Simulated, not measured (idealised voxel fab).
Process module under the name voxel capacitor over wiring
Cross-section cut: width 270 nm, square cells of 5 nm.
Reading order for cross-sections: top band down to bottom band. Underlying form: a grid of square cells. Band size: one or more rows of cells.
The band entry comprises the height of the band's top followed by the height of its bottom, expressed in nm, and subsequently the band's materials from left to right, each stated together with its width in nm. Where a single material is marked with the word "everywhere", that material fills the band from edge to edge. The word "empty" represents empty space.
The reference from which all heights are counted is 0, the level beneath which the as-received wafer is entirely one material; the lowest band, having no lower bound, proceeds downward and is written after the example "0 nm and below".
The two numbers in a width such as "30->40" mark its ends across the band: the first belongs to the top row of cells, the second to the bottom row, and from each row to the next the width moves by the same amount.
No cell of the cross-section changed in a step that is given as "remained unchanged".
Basically, "Trapped voids" tells you about the enclosed voids: empty spaces with no open way to the top, 8 cells or bigger, each written width x height at distance, where distance is from the left edge, all in nm.
Whatever follows a step's settings on its line is a remark the simulator itself makes about that step.
overlay nm: right-of-plan distance of the mask on a masked step; negative values mean left-of-plan.
Below is the list of planned process steps:
- 1: RECEIVE | material Si
- 2: CONFORMAL_DEP | material SiO2 | thk nm 10
- 3: CONFORMAL_DEP | material SiN | thk nm 5
- 4: DIRECTIONAL_DEP | material SiO2 | thk nm 20
- 5: MASKED_ETCH | tone open | mask id METAL_1 | width nm 20 | pitch nm 85 | etch materials SiO2 | depth nm 20 | overlay nm 0
- 6: MASKED_ETCH | tone open | mask id METAL_1 | width nm 20 | pitch nm 85 | etch materials SiN | depth nm 5 | overlay nm 0
- 7: CONFORMAL_DEP | material TiN | thk nm 5
- 8: FILL_DEP | material Cu | thk nm 10
- 9: CMP | height nm 35
- 10: CONFORMAL_DEP | material SiCN | thk nm 5
- 11: DIRECTIONAL_DEP | material lowk | thk nm 20
- 12: DIRECTIONAL_DEP | material aC | thk nm 15
- 13: PATTERN | tone open | mask id PLUG_1 | material resist | width nm 15 | thk nm 35 | overlay nm 0
- 14: DIRECTIONAL_ETCH | etch materials aC | depth nm 15
- 15: STRIP | etch materials resist
- 16: DIRECTIONAL_ETCH | etch materials lowk | depth nm 20
- 17: DIRECTIONAL_ETCH | etch materials SiCN | depth nm 5
- 18: STRIP | etch materials aC
- 19: CONFORMAL_DEP | material TiN | thk nm 5
- 20: FILL_DEP | material Ru | thk nm 5
- 21: CMP | height nm 60
- 22: DIRECTIONAL_DEP | material TiN | thk nm 10
- 23: DIRECTIONAL_DEP | material HfO2 | thk nm 5
- 24: DIRECTIONAL_DEP | material TiN | thk nm 5
- 25: DIRECTIONAL_DEP | material aC | thk nm 10
- 26: PATTERN | tone cover | mask id UPPER_PLATE | material resist | width nm 70 | thk nm 25 | overlay nm 0
- 27: DIRECTIONAL_ETCH | etch materials aC | depth nm 10
- 28: STRIP | etch materials resist
- 29: DIRECTIONAL_ETCH | etch materials TiN | depth nm 5
- 30: DIRECTIONAL_ETCH | etch materials HfO2 | depth nm 5
- 31: STRIP | etch materials aC
- 32: DIRECTIONAL_DEP | material aC | thk nm 15
- 33: PATTERN | tone cover | mask id LOWER_PLATE | material resist | width nm 80 | thk nm 30 | overlay nm 0
- 34: DIRECTIONAL_ETCH | etch materials aC | depth nm 15
- 35: STRIP | etch materials resist
- 36: DIRECTIONAL_ETCH | etch materials TiN | depth nm 10
- 37: STRIP | etch materials aC
- 38: FILL_DEP | material SiO2 | thk nm 20
- 39: CMP | height nm 95
- 40: PATTERN | tone open | mask id PLUG_2 | material resist | width nm 15 | thk nm 15 | overlay nm 0
- 41: DIRECTIONAL_ETCH | etch materials SiO2 | depth nm 15
- 42: STRIP | etch materials resist
- 43: CONFORMAL_DEP | material TiN | thk nm 5
- 44: FILL_DEP | material Cu | thk nm 10
- 45: CMP | height nm 95
- 46: CONFORMAL_DEP | material SiCN | thk nm 5
Don't read the plan's width nm for step 40 as applying to every wafer: that's the first wafer's value, and the wafers differ in it, though they all start identical.
Incoming state of the first of several wafers in cross-section: after step 1:
* 0 nm and below: Si everywhere
* Trapped voids: none
Per-wafer rows below. For each material: cells gained (+) or lost (-) since the wafer was received, as of end of module. Then: closed voids:
width nm 15; +18 Cu; +14 HfO2; +4 Ru; +105 SiCN; +46 SiN; +601 SiO2; +88 TiN; +204 lowk; Trapped voids: none
width nm 20; +20 Cu; +14 HfO2; +4 Ru; +105 SiCN; +46 SiN; +598 SiO2; +89 TiN; +204 lowk; Trapped voids: none
width nm 25; +22 Cu; +14 HfO2; +4 Ru; +105 SiCN; +46 SiN; +595 SiO2; +90 TiN; +204 lowk; Trapped voids: none
width nm 30; +24 Cu; +14 HfO2; +4 Ru; +105 SiCN; +46 SiN; +592 SiO2; +91 TiN; +204 lowk; Trapped voids: none
